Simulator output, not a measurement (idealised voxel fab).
Proc. module: voxel trench capacitor
Displayed cross-section: cut, width of 200 nm, square cells sized 5 nm.
A cross-section in this document is a grid of square cells, and it is written down as bands, the top band listed before the ones below it; a band is made up of one or more rows of cells.
Top height, bottom height, nm. Materials left to right, width each, nm. Single material + "all across" = fills band edge to edge. "air" = empty.
Heights are measured from 0, the level below which the as-received wafer is all one material; the lowest band has no bottom and continues downward, written as in "0 -> down".
Width spec "30..40" -> top row of cells at first value, bottom row at second value, equal per-row change in between.
When a step is marked "everything unchanged", none of the cells in the cross-section changed during that step.
Heads up: "Cavities, sealed" only lists the empty pockets with no open path to the top that are 8 cells or more, and it writes them as width x height at distance, distance from the left edge, in nm.
Where a step's line continues beyond its settings, the continuation is a remark by the simulator itself on that step.
Steps that use a mask can have "overlay nm" on their line. It says how far the mask sat to the right of where it was meant to be. Negative means to the left.
Set out below are the planned steps of the process
step 1: RECEIVE (material Si)
step 2: CONFORMAL_DEP (material SiN; thk nm 5)
step 3: MASKED_ETCH (tone open; mask id TRENCH; width nm 15; pitch nm 45; etch materials SiN; depth nm 5; overlay nm 0)
step 4: MASKED_ETCH (tone open; mask id TRENCH; width nm 15; pitch nm 45; etch materials Si; depth nm 40; overlay nm 0)
step 5: CONFORMAL_DEP (material SiO2; thk nm 5)
step 6: FILL_DEP (material polySi; thk nm 5)
step 7: CMP (height nm 5)
Incoming wafer in cross-section (state: after step 1)
  0 -> down = Si all across
  Cavities, sealed: none
As-planned run: cross-section of the first of two wafers at end of module
  5 -> 0 = SiN (45) / SiO2 (5) / polySi (5) / SiO2 (5) / SiN (30) / SiO2 (5) / polySi (5) / SiO2 (5) / SiN (30) / SiO2 (5) / polySi (5) / SiO2 (5) / SiN (50)
  0 -> -35 = Si (45) / SiO2 (5) / polySi (5) / SiO2 (5) / Si (30) / SiO2 (5) / polySi (5) / SiO2 (5) / Si (30) / SiO2 (5) / polySi (5) / SiO2 (5) / Si (50)
  -35 -> -40 = Si (45) / SiO2 (15) / Si (30) / SiO2 (15) / Si (30) / SiO2 (15) / Si (50)
  -40 -> down = Si all across
  Cavities, sealed: none
Wafer two, end of module, cross-section. Same start, same plan as wafer one. One mistake in the run
  5 -> 0 = SiO2 (45) / SiN (15) / SiO2 (30) / SiN (15) / SiO2 (30) / SiN (15) / SiO2 (50)
  0 -> down = Si all across
  Cavities, sealed: none
What was done differently from what was planned? it should be noted that step 3 was executed with settings other than those planned, the operation and settings actually applied being MASKED_ETCH (tone cover; mask id TRENCH; width nm 15; pitch nm 45; etch materials SiN; depth nm 5; overlay nm 0)
Once processing is complete, comparing cell counts shows that the second wafer has more or fewer of certain materials than the first: Si: 72 more, SiN: 22 fewer, SiO2: 26 fewer, polySi: 24 fewer
